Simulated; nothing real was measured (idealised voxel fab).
process module | voxel self aligned contacts
cross-section cut | 205 nm wide | cells 5 nm
A cross-section is a grid of square cells, given in bands from the top down. A band is one or more rows of cells.
Each band's line starts with the height of the band's top and of its bottom, in nm. Then come its materials from left to right, each with its width in nm. One material with "throughout" fills the band from edge to edge. "air" is empty space.
Height 0 is the level under which the wafer as received is all one material. The lowest band goes on downwards, as in "0 down".
A width such as "30 to 40" changes by the same amount from each row of cells to the next, from the band's top row to its bottom row.
"no change" after a step means that no cell of the cross-section changed.
closed voids: empty space of 8 cells or more with no open way to the top, each as width x height at its distance from the left edge, in nm
after a step's settings: what the simulator itself notes on the step
overlay nm, on a step with a mask: how far to the right of its planned place the mask lay; to the left if negative
plan
1 op RECEIVE | material Si
2 op CONFORMAL_DEP | material SiO2 | thk nm 5
3 op DIRECTIONAL_DEP | material polySi | thk nm 25
4 op DIRECTIONAL_DEP | material SiN | thk nm 20
5 op PATTERN | tone cover | mask id GATE | material resist | width nm 35 | pitch nm 70 | thk nm 15 | overlay nm 0
6 op DIRECTIONAL_ETCH | etch materials SiN | depth nm 20
7 op DIRECTIONAL_ETCH | etch materials polySi | depth nm 25
8 op STRIP | etch materials resist
9 op CONFORMAL_DEP | material SiN | thk nm 5
10 op DIRECTIONAL_ETCH | etch materials SiN | depth nm 5
11 op FILL_DEP | material SiO2 | thk nm 10
12 op CMP | height nm 55
13 op DIRECTIONAL_DEP | material aC | thk nm 10
14 op PATTERN | tone open | mask id CONTACT | material resist | width nm 55 | pitch nm 70 | thk nm 25 | overlay nm 0
15 op DIRECTIONAL_ETCH | etch materials aC | depth nm 10
16 op STRIP | etch materials resist
17 op DIRECTIONAL_ETCH | etch materials SiO2 | depth nm 55
18 op STRIP | etch materials aC
19 op CONFORMAL_DEP | material TiN | thk nm 5
20 op FILL_DEP | material Ru | thk nm 5
21 op CMP | height nm 55
22 op CONFORMAL_DEP | material SiN | thk nm 5
as received, after step 1
  0 down: Si throughout
  closed voids: none
first wafer at the end, as planned
  60 to 55: SiN throughout
  55 to 50: SiO2 40 | TiN 20 | Ru 15 | TiN 20 | SiO2 15 | TiN 20 | Ru 15 | TiN 20 | SiO2 40
  50 to 30: SiO2 10 | SiN 45 | TiN 5 | Ru 15 | TiN 5 | SiN 45 | TiN 5 | Ru 15 | TiN 5 | SiN 45 | SiO2 10
  30 to 5: SiO2 10 | SiN 5 | polySi 35 | SiN 5 | TiN 5 | Ru 15 | TiN 5 | SiN 5 | polySi 35 | SiN 5 | TiN 5 | Ru 15 | TiN 5 | SiN 5 | polySi 35 | SiN 5 | SiO2 10
  5 to 0: SiO2 55 | TiN 25 | SiO2 45 | TiN 25 | SiO2 55
  0 down: Si throughout
  closed voids: none
second wafer at the end: like start, like plan, one mistake
  60 to 55: SiN throughout
  55 to 50: SiO2 10 | SiN 45 | TiN 25 | SiN 45 | TiN 25 | SiN 45 | SiO2 10
  50 to 30: SiN throughout
  30 to 5: polySi throughout
  5 to 0: SiO2 throughout
  0 down: Si throughout
  closed voids: none
what went wrong: step 4 was run twice
at the end the second wafer has, in cells: 60 fewer of Ru | 53 more of SiN | 41 fewer of SiO2 | 52 fewer of TiN | 100 more of polySi
